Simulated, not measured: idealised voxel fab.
process module | voxel wiring stack
cross-section cut | 240 nm wide | cells 5 nm
A cross-section is a grid of square cells, given in bands from the top down. A band is one or more rows of cells.
Each band's line starts with the height of the band's top and of its bottom, in nm. Then come its materials from left to right, each with its width in nm. One material with "throughout" fills the band from edge to edge. "air" is empty space.
Height 0 is the level under which the wafer as received is all one material. The lowest band goes on downwards, as in "0 down".
A width such as "30 to 40" changes by the same amount from each row of cells to the next, from the band's top row to its bottom row.
"no change" after a step means that no cell of the cross-section changed.
closed voids: empty space of 8 cells or more with no open way to the top, each as width x height at its distance from the left edge, in nm
after a step's settings: what the simulator itself notes on the step
overlay nm, on a step with a mask: how far to the right of its planned place the mask lay; to the left if negative
plan
1 op RECEIVE | material Si
2 op CONFORMAL_DEP | material SiO2 | thk nm 10
3 op DIRECTIONAL_DEP | material TiN | thk nm 5
4 op DIRECTIONAL_DEP | material Ru | thk nm 25
5 op MASKED_ETCH | tone cover | mask id METAL_1 | width nm 20 | pitch nm 50 | etch materials Ru | depth nm 25 | overlay nm 0
6 op MASKED_ETCH | tone cover | mask id METAL_1 | width nm 20 | pitch nm 50 | etch materials TiN | depth nm 5 | overlay nm 0
7 op CONFORMAL_DEP | material SiCN | thk nm 5
8 op FILL_DEP | material lowk | thk nm 10
9 op CMP | height nm 40
10 op CONFORMAL_DEP | material SiCN | thk nm 5
11 op DIRECTIONAL_DEP | material lowk | thk nm 15
12 op DIRECTIONAL_DEP | material aC | thk nm 15
13 op PATTERN | tone open | mask id PLUG_1 | material resist | width nm 15 | pitch nm 50 | thk nm 30 | overlay nm 0
14 op DIRECTIONAL_ETCH | etch materials aC | depth nm 15
15 op STRIP | etch materials resist
16 op DIRECTIONAL_ETCH | etch materials lowk | depth nm 15
17 op DIRECTIONAL_ETCH | etch materials SiCN | depth nm 5
18 op STRIP | etch materials aC
19 op EPI | material Ru | thk nm 10
20 op EPI | material Ru | thk nm 10
21 op CONFORMAL_DEP | material SiN | thk nm 5
22 op DIRECTIONAL_DEP | material SiO2 | thk nm 25
23 op PATTERN | tone open | mask id METAL_2 | material resist | width nm 20 | pitch nm 50 | thk nm 15 | overlay nm 0
24 op DIRECTIONAL_ETCH | etch materials SiO2 | depth nm 25
25 op DIRECTIONAL_ETCH | etch materials SiN | depth nm 5
26 op STRIP | etch materials resist
27 op CONFORMAL_DEP | material TiN | thk nm 5
28 op FILL_DEP | material Ru | thk nm 10
29 op CMP | height nm 90
30 op CONFORMAL_DEP | material SiCN | thk nm 5
31 op DIRECTIONAL_DEP | material lowk | thk nm 30
32 op MASKED_ETCH | tone open | mask id METAL_3 | width nm 20 | pitch nm 50 | etch materials lowk | depth nm 15 | overlay nm 0
33 op PATTERN | tone open | mask id METAL_3_HOLES | material resist | width nm 15 | pitch nm 100 | thk nm 20 | overlay nm 0
34 op DIRECTIONAL_ETCH | etch materials lowk | depth nm 15
35 op DIRECTIONAL_ETCH | etch materials SiCN | depth nm 5
36 op STRIP | etch materials resist
37 op CONFORMAL_DEP | material TiN | thk nm 5
38 op FILL_DEP | material Ru | thk nm 10
39 op CMP | height nm 125
40 op CONFORMAL_DEP | material SiCN | thk nm 5
41 op DIRECTIONAL_DEP | material SiO2 | thk nm 30
42 op DIRECTIONAL_DEP | material aC | thk nm 10
43 op PATTERN | tone open | mask id METAL_4 | material resist | width nm 20 | pitch nm 50 | thk nm 30 | overlay nm 0
44 op DIRECTIONAL_ETCH | etch materials aC | depth nm 10
45 op STRIP | etch materials resist
46 op DIRECTIONAL_ETCH | etch materials SiO2 | depth nm 15
47 op STRIP | etch materials aC
48 op MASKED_ETCH | tone open | mask id METAL_4_HOLES | width nm 15 | pitch nm 100 | etch materials SiO2 | depth nm 15 | overlay nm 0
49 op MASKED_ETCH | tone open | mask id METAL_4_HOLES | width nm 15 | pitch nm 100 | etch materials SiCN | depth nm 5 | overlay nm 0
50 op CONFORMAL_DEP | material TiN | thk nm 5
51 op FILL_DEP | material Cu | thk nm 5
52 op CMP | height nm 160
53 op CONFORMAL_DEP | material SiCN | thk nm 5
as received, after step 1
  0 down: Si throughout
  closed voids: none
a wafer at the end: this start, this plan, one mistake
  165 to 160: SiCN throughout
  160 to 145: SiO2 60 | TiN 5 | Cu 10 | TiN 5 | SiO2 30 | TiN 5 | Cu 10 | TiN 5 | SiO2 30 | TiN 5 | Cu 10 | TiN 5 | SiO2 60
  145 to 140: SiO2 60 | TiN 5 | Cu 5 | TiN 10 | SiO2 30 | TiN 20 | SiO2 30 | TiN 5 | Cu 5 | TiN 10 | SiO2 60
  140 to 130: SiO2 60 | TiN 5 | Cu 5 | TiN 5 | SiO2 85 | TiN 5 | Cu 5 | TiN 5 | SiO2 65
  130 to 125: SiCN 60 | TiN 15 | SiCN 85 | TiN 15 | SiCN 65
  125 to 115: lowk 60 | TiN 5 | Ru 10 | TiN 5 | lowk 30 | TiN 5 | Ru 10 | TiN 5 | lowk 30 | TiN 5 | Ru 10 | TiN 5 | lowk 60
  115 to 110: lowk 60 | TiN 5 | Ru 5 | TiN 10 | lowk 30 | TiN 20 | lowk 30 | TiN 5 | Ru 5 | TiN 10 | lowk 60
  110 to 95: lowk 60 | TiN 5 | Ru 5 | TiN 5 | lowk 85 | TiN 5 | Ru 5 | TiN 5 | lowk 65
  95 to 90: SiCN 60 | TiN 15 | SiCN 85 | TiN 15 | SiCN 65
  90 to 65: SiO2 60 | TiN 5 | Ru 10 | TiN 5 | SiO2 30 | TiN 5 | Ru 10 | TiN 5 | SiO2 30 | TiN 5 | Ru 10 | TiN 5 | SiO2 60
  65 to 60: SiN 60 | TiN 20 | SiN 30 | TiN 20 | SiN 30 | TiN 20 | SiN 60
  60 to 45: lowk 60 | Ru 15 | lowk 35 | Ru 15 | lowk 35 | Ru 15 | lowk 65
  45 to 40: SiCN 60 | Ru 15 | SiCN 35 | Ru 15 | SiCN 35 | Ru 15 | SiCN 65
  40 to 15: lowk 55 | SiCN 5 | Ru 20 | SiCN 5 | lowk 20 | SiCN 5 | Ru 20 | SiCN 5 | lowk 20 | SiCN 5 | Ru 20 | SiCN 5 | lowk 55
  15 to 10: SiCN 60 | TiN 20 | SiCN 30 | TiN 20 | SiCN 30 | TiN 20 | SiCN 60
  10 to 0: SiO2 throughout
  0 down: Si throughout
  closed voids: none
what went wrong: step 46 ran as: op DIRECTIONAL_ETCH | etch materials SiO2 | depth nm 20
